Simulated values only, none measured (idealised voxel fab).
The following is a process module called voxel transistor to metal.
It is cross-section cut that appears here, measuring 190 nm in width, its square cells being 5 nm in size.
Cross-section = grid of square cells, listed top down in bands; band = one or more rows.
Top height, bottom height, nm. Materials left to right, width each, nm. Single material + "full width" = fills band edge to edge. "air" = empty.
Basically, 0 is our baseline, since under it the wafer straight out of the box is all one material. The bottom band has no lower end and keeps on going down, so it looks like "top 0, no bottom".
The expression "30 to 40" gives the width at the extremes of the band, the first number at its top row of cells and the second at its bottom row, with the width changing by equal amounts from each row to the next in between.
No cell of the cross-section changed in a step that is given as "same as before".
In the "Enclosed void list" entry, you get each enclosed empty space of 8 cells or more, one with no open way to the top, written width x height at distance, distance from the left edge, in nm.
On each step's line, the part that comes after the settings is the simulator's own comment on the step.
What "overlay nm" on a step's line means: if the step has a mask, that mask lay this far to the right of its planned place, or, when the value is negative, to the left.

## The planned process steps are enumerated hereunder
| 1 | op RECEIVE | material Si |
| 2 | op CONFORMAL_DEP | material SiO2 | thk nm 5 |
| 3 | op CONFORMAL_DEP | material SiN | thk nm 15 |
| 4 | op MASKED_ETCH | tone cover | mask id ACTIVE | width nm 115 | etch materials SiN | depth nm 15 | overlay nm 0 |
| 5 | op MASKED_ETCH | tone cover | mask id ACTIVE | width nm 115 | etch materials SiO2 | depth nm 5 | overlay nm 0 |
| 6 | op MASKED_ETCH | tone cover | mask id ACTIVE | width nm 115 | etch materials Si | depth nm 30 | overlay nm 0 |
| 7 | op OXIDIZE | depth nm 5 |
| 8 | op FILL_DEP | material SiO2 | thk nm 10 |
| 9 | op CMP | height nm 20 |
| 10 | op SELECTIVE_ETCH | etch materials SiO2 | depth nm 15 |
| 11 | op STRIP | etch materials SiN |
| 12 | op SELECTIVE_ETCH | etch materials SiO2 | depth nm 5 |
| 13 | op OXIDIZE | depth nm 5 |
| 14 | op DIRECTIONAL_DEP | material polySi | thk nm 25 |
| 15 | op DIRECTIONAL_DEP | material SiCN | thk nm 10 |
| 16 | op PATTERN | tone cover | mask id GATE | material resist | width nm 25 | thk nm 20 | overlay nm 0 |
| 17 | op DIRECTIONAL_ETCH | etch materials SiCN | depth nm 20 |
| 18 | op DIRECTIONAL_ETCH | etch materials polySi | depth nm 35 |
| 19 | op STRIP | etch materials resist |
| 20 | op CONFORMAL_DEP | material SiO2 | thk nm 5 |
| 21 | op DIRECTIONAL_ETCH | etch materials SiO2 | depth nm 5 |
| 22 | op CONFORMAL_DEP | material SiN | thk nm 5 |
| 23 | op DIRECTIONAL_ETCH | etch materials SiN | depth nm 5 |
| 24 | op DIRECTIONAL_ETCH | etch materials SiO2 | depth nm 5 |
| 25 | op EPI | material pSi | thk nm 5 |
| 26 | op FILL_DEP | material SiO2 | thk nm 10 |
| 27 | op CMP | height nm 35 |
| 28 | op DIRECTIONAL_DEP | material SiO2 | thk nm 10 |
| 29 | op MASKED_ETCH | tone open | mask id CONTACT | width nm 15 | pitch nm 80 | etch materials SiO2 | depth nm 45 | overlay nm 0 |
| 30 | op CONFORMAL_DEP | material TiN | thk nm 5 |
| 31 | op FILL_DEP | material Ru | thk nm 5 |
| 32 | op CMP | height nm 45 |
| 33 | op DIRECTIONAL_DEP | material TiN | thk nm 5 |
| 34 | op DIRECTIONAL_DEP | material W | thk nm 25 |
| 35 | op MASKED_ETCH | tone cover | mask id METAL_1 | width nm 15 | pitch nm 80 | etch materials W | depth nm 25 | overlay nm 0 |
| 36 | op MASKED_ETCH | tone cover | mask id METAL_1 | width nm 15 | pitch nm 80 | etch materials TiN | depth nm 5 | overlay nm 0 |
| 37 | op CONFORMAL_DEP | material SiCN | thk nm 5 |
| 38 | op FILL_DEP | material SiO2 | thk nm 5 |
| 39 | op CMP | height nm 75 |
| 40 | op CONFORMAL_DEP | material SiN | thk nm 5 |

## Shown in cross-section is the wafer as received, that is, as it stands after step 1
  top 0, no bottom  Si full width
  Enclosed void list: none

## Here's the cross-section of the first of our two wafers at the end of the module - it ran as planned
  top 80, bottom 75  SiN full width
  top 75, bottom 50  SiO2: 40, SiCN: 5, W: 15, SiCN: 5, SiO2: 55, SiCN: 5, W: 15, SiCN: 5, SiO2: 45
  top 50, bottom 45  SiCN: 45, TiN: 15, SiCN: 65, TiN: 15, SiCN: 50
  top 45, bottom 35  SiO2: 45, TiN: 5, Ru: 5, TiN: 5, SiO2: 65, TiN: 5, Ru: 5, TiN: 5, SiO2: 50
  top 35, bottom 25  SiO2: 45, TiN: 5, Ru: 5, TiN: 5, SiO2: 10, SiN: 5, SiO2: 5, SiCN: 25, SiO2: 5, SiN: 5, SiO2: 10, TiN: 5, Ru: 5, TiN: 5, SiO2: 50
  top 25, bottom 5  SiO2: 45, TiN: 5, Ru: 5, TiN: 5, SiO2: 10, SiN: 5, SiO2: 5, polySi: 25, SiO2: 5, SiN: 5, SiO2: 10, TiN: 5, Ru: 5, TiN: 5, SiO2: 50
  top 5, bottom 0  SiO2: 45, TiN: 15, SiO2: 10, SiN: 5, SiO2: 5, polySi: 25, SiO2: 5, SiN: 5, SiO2: 10, TiN: 15, SiO2: 50
  top 0, bottom -5  SiO2: 35, pSi: 35, SiO2: 45, pSi: 35, SiO2: 40
  top -5, bottom -35  SiO2: 40, Si: 105, SiO2: 45
  top -35, no bottom  Si full width
  Enclosed void list: none

## Wafer two, sectioned after the module: the first wafer's start, the first wafer's plan, and one mistake in how it was run
  top 80, bottom 75  SiN full width
  top 75, bottom 50  SiO2: 40, SiCN: 5, W: 15, SiCN: 5, SiO2: 55, SiCN: 5, W: 15, SiCN: 5, SiO2: 45
  top 50, bottom 45  SiCN: 45, TiN: 15, SiCN: 65, TiN: 15, SiCN: 50
  top 45, bottom 35  SiO2: 45, TiN: 5, Ru: 5, TiN: 5, SiO2: 65, TiN: 5, Ru: 5, TiN: 5, SiO2: 50
  top 35, bottom 25  SiO2: 45, TiN: 5, Ru: 5, TiN: 5, SiO2: 10, SiN: 5, SiO2: 5, SiCN: 25, SiO2: 5, SiN: 5, SiO2: 10, TiN: 5, Ru: 5, TiN: 5, SiO2: 50
  top 25, bottom 5  SiO2: 45, TiN: 5, Ru: 5, TiN: 5, SiO2: 10, SiN: 5, SiO2: 5, polySi: 25, SiO2: 5, SiN: 5, SiO2: 10, TiN: 5, Ru: 5, TiN: 5, SiO2: 50
  top 5, bottom 0  SiO2: 45, TiN: 15, SiO2: 10, SiN: 5, SiO2: 5, polySi: 25, SiO2: 5, SiN: 5, SiO2: 10, TiN: 15, SiO2: 50
  top 0, bottom -5  SiO2: 40, pSi: 30, SiO2: 45, pSi: 30, SiO2: 45
  top -5, bottom -10  SiO2: 45, Si: 95, SiO2: 50
  top -10, bottom -35  SiO2: 40, Si: 105, SiO2: 45
  top -35, no bottom  Si full width
  Enclosed void list: none
Where did the run depart from the plan? plan step 2 skipped
Final cells, second wafer relative to first, materials higher or lower: Si -2, SiO2 +4, pSi -2
